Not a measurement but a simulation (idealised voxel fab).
The following is a process module called voxel capacitor over wiring.
Pictured: cross-section cut, 225 nm wide, on a grid of 5 nm square cells.
Cross-section, as written here: a square-cell grid given band by band from the top down, where a band holds one or more rows of cells. The entry gives the band's vertical extent as a top height and a bottom height in nm, then its horizontal make-up as materials from left to right, each with a width in nm. "air" stands for empty space; a single material marked "throughout" fills the band edge to edge. We count height from 0. Below that, the starting wafer is all one material. The lowest band never ends at the bottom but goes on down; see "0 and below" for how that is written. With a width like "30->40", each row of cells in the band differs from the next by the same amount, the top row carrying the first number and the bottom row the second. The cross-section has no changed cell in any step marked "no modification". "Voids, sealed" lists enclosed empty spaces (at least 8 cells, no open path upward to the top), each as width x height at distance from the left edge, in nm. The remark found on a step's line after its settings is issued by the simulator itself and pertains to that step. You can add "overlay nm" to a step's line. For a step with a mask, it describes how far the mask lay to the right of its planned position, and a negative number describes a lay to the left.

[List of planned process steps]
1,RECEIVE | material Si
2,CONFORMAL_DEP | material SiO2 | thk nm 15
3,CONFORMAL_DEP | material SiN | thk nm 5
4,DIRECTIONAL_DEP | material SiO2 | thk nm 15
5,DIRECTIONAL_DEP | material aC | thk nm 10
6,PATTERN | tone open | mask id METAL_1 | material resist | width nm 20 | pitch nm 90 | thk nm 25 | overlay nm 0
7,DIRECTIONAL_ETCH | etch materials aC | depth nm 10
8,STRIP | etch materials resist
9,DIRECTIONAL_ETCH | etch materials SiO2 | depth nm 15
10,DIRECTIONAL_ETCH | etch materials SiN | depth nm 5
11,STRIP | etch materials aC
12,CONFORMAL_DEP | material TiN | thk nm 5
13,FILL_DEP | material Cu | thk nm 10
14,CMP | height nm 35
15,EPI | material Ru | thk nm 5
16,FILL_DEP | material SiCN | thk nm 5
17,DIRECTIONAL_DEP | material SiO2 | thk nm 20
18,PATTERN | tone open | mask id PLUG_1 | material resist | width nm 15 | thk nm 15 | overlay nm 0
19,DIRECTIONAL_ETCH | etch materials SiO2 | depth nm 20
20,DIRECTIONAL_ETCH | etch materials SiCN | depth nm 5
21,STRIP | etch materials resist
22,EPI | material Ru | thk nm 10
23,EPI | material Ru | thk nm 10
24,EPI | material Ru | thk nm 5
25,DIRECTIONAL_DEP | material TiN | thk nm 10
26,DIRECTIONAL_DEP | material SiN | thk nm 5
27,DIRECTIONAL_DEP | material TiN | thk nm 5
28,MASKED_ETCH | tone cover | mask id UPPER_PLATE | width nm 75 | etch materials TiN | depth nm 5 | overlay nm 0
29,MASKED_ETCH | tone cover | mask id UPPER_PLATE | width nm 75 | etch materials SiN | depth nm 5 | overlay nm 0
30,PATTERN | tone cover | mask id LOWER_PLATE | material resist | width nm 85 | thk nm 15 | overlay nm 0
31,DIRECTIONAL_ETCH | etch materials TiN | depth nm 10
32,STRIP | etch materials resist
33,FILL_DEP | material SiO2 | thk nm 20
34,CMP | height nm 100
35,MASKED_ETCH | tone open | mask id PLUG_2 | width nm 15 | etch materials SiO2 | depth nm 15 | overlay nm 0
36,CONFORMAL_DEP | material TiN | thk nm 5
37,FILL_DEP | material Cu | thk nm 5
38,CMP | height nm 100
39,CONFORMAL_DEP | material SiCN | thk nm 5

[Cross-sectional view of the wafer in its as-received condition, corresponding to the state after step 1]
	0 and below  Si throughout
	Voids, sealed: none

[Run as planned - first of the two wafers cross-sectioned at the end of the module]
	105 down to 100  SiCN throughout
	100 down to 90  70 of SiO2  5 of TiN  5 of Cu  5 of TiN  140 of SiO2
	90 down to 80  70->60 of SiO2  15->75 of TiN  140->90 of SiO2
	80 down to 75  60 of SiO2  75 of SiN  90 of SiO2
	75 down to 65  55 of SiO2  85 of TiN  85 of SiO2
	65 down to 45  60 of SiO2  15 of Ru  150 of SiO2
	45 down to 40  60 of SiCN  15 of Ru  150 of SiCN
	40 down to 35  50 of SiCN  30 of Ru  60 of SiCN  30 of Ru  55 of SiCN
	35 down to 20  55 of SiO2  5 of TiN  10 of Cu  5 of TiN  70 of SiO2  5 of TiN  10 of Cu  5 of TiN  60 of SiO2
	20 down to 15  55 of SiN  20 of TiN  70 of SiN  20 of TiN  60 of SiN
	15 down to 0  SiO2 throughout
	0 and below  Si throughout
	Voids, sealed: none

[Wafer two, end of module, cross-section. Same start, same plan as wafer one. One mistake in the run]
	105 down to 100  SiCN throughout
	100 down to 95  70 of SiO2  5 of TiN  5 of Cu  5 of TiN  140 of SiO2
	95 down to 90  70 of SiO2  15 of TiN  140 of SiO2
	90 down to 85  60 of SiO2  5 of TiN  5 of SiO2  65 of TiN  90 of SiO2
	85 down to 80  60 of SiO2  5 of SiN  5 of TiN  65 of SiN  90 of SiO2
	80 down to 75  65 of Ru  5 of SiN  155 of Ru
	75 down to 70  60 of TiN  15 of Ru  150 of TiN
	70 down to 65  TiN throughout
	65 down to 60  60 of SiO2  15 of TiN  150 of SiO2
	60 down to 45  60 of SiO2  15 of Ru  150 of SiO2
	45 down to 40  60 of SiCN  15 of Ru  150 of SiCN
	40 down to 35  50 of SiCN  30 of Ru  60 of SiCN  30 of Ru  55 of SiCN
	35 down to 20  55 of SiO2  5 of TiN  10 of Cu  5 of TiN  70 of SiO2  5 of TiN  10 of Cu  5 of TiN  60 of SiO2
	20 down to 15  55 of SiN  20 of TiN  70 of SiN  20 of TiN  60 of SiN
	15 down to 0  SiO2 throughout
	0 and below  Si throughout
	Voids, sealed: none
Processing error: plan vs actual: 24 and 25 interchanged
FYI, end of process, the second wafer has more or fewer cells of some materials than the first: Cu: 1 fewer, Ru: 44 more, SiO2: 97 fewer, TiN: 54 more
